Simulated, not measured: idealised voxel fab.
Herein follows the process module entitled voxel ribs on slabs.
Cross-section cut: width 265 nm, square cells of 5 nm.
When this document writes out a cross-section, it uses a grid of square cells and lists it as bands, beginning at the top and moving down, with a band standing for one or more rows of cells. What a band's entry tells you: where the top is and where the bottom is, as heights in nm, and after that what lies inside, material by material from left to right, each with its width in nm. Empty space is written as the word "empty", and a single material marked with the word "throughout" occupies the band from edge to edge. Where do heights start? At 0: under that level the wafer as delivered is made of one material only. And the lowest band has no floor; it just carries on downward, as in "0 nm and below". Width spec "30..40" -> top row of cells at first value, bottom row at second value, equal per-row change in between. Take "everything unchanged" at face value: in the step it is given for, the cross-section changed in none of its cells. Entry "Sealed cavities". Content: empty spaces with no open connection to the top, size 8 cells or greater. Each: width x height at distance. Distance: from left edge. Unit: nm. What comes after the settings on a step's line is commentary from the simulator itself on that step. overlay nm: step with mask; distance mask lay right of planned place; negative value = left of planned place.

### The steps planned for the process are as follows
1,op RECEIVE | material Si
2,op DIRECTIONAL_DEP | material SiO2 | thk nm 20
3,op DIRECTIONAL_DEP | material SiN | thk nm 25
4,op DIRECTIONAL_DEP | material aC | thk nm 10
5,op PATTERN | tone cover | mask id RIB | material resist | width nm 25 | thk nm 25 | overlay nm 0
6,op DIRECTIONAL_ETCH | etch materials aC | depth nm 10
7,op STRIP | etch materials resist
8,op DIRECTIONAL_ETCH | etch materials SiN | depth nm 20
9,op STRIP | etch materials aC
10,op MASKED_ETCH | tone cover | mask id SLAB | width nm 75 | etch materials SiN | depth nm 5 | overlay nm 0
11,op FILL_DEP | material SiO2 | thk nm 15
12,op CMP | height nm 55
13,op DIRECTIONAL_DEP | material TiN | thk nm 5
14,op MASKED_ETCH | tone cover | mask id HEATER | width nm 35 | etch materials TiN | depth nm 5 | overlay nm 0
15,op CONFORMAL_DEP | material SiO2 | thk nm 5

### This is the cross-section of the wafer as we received it, i.e. after step 1
  0 nm and below: Si throughout
  Sealed cavities: none

### As-planned run: cross-section of the first of two wafers at end of module
  65 nm to 60 nm: 110 empty, then 45 SiO2, then 110 empty
  60 nm to 55 nm: 115 SiO2, then 35 TiN, then 115 SiO2
  55 nm to 45 nm: SiO2 throughout
  45 nm to 25 nm: 120 SiO2, then 25 SiN, then 120 SiO2
  25 nm to 20 nm: 95 SiO2, then 75 SiN, then 95 SiO2
  20 nm to 0 nm: SiO2 throughout
  0 nm and below: Si throughout
  Sealed cavities: none

### Wafer two, end of module, cross-section. Same start, same plan as wafer one. One mistake in the run
  65 nm to 60 nm: 110 empty, then 45 SiO2, then 110 empty
  60 nm to 55 nm: 115 SiO2, then 35 TiN, then 115 SiO2
  55 nm to 45 nm: SiO2 throughout
  45 nm to 20 nm: TiN throughout
  20 nm to 0 nm: SiO2 throughout
  0 nm and below: Si throughout
  Sealed cavities: none
In executing the process, a mistake was made relative to the plan: not per plan at step 3, really ran op DIRECTIONAL_DEP | material TiN | thk nm 25
Final comparison by cell count, materials where the second wafer has more or fewer than the first: 35 fewer of SiN | 230 fewer of SiO2 | 265 more of TiN
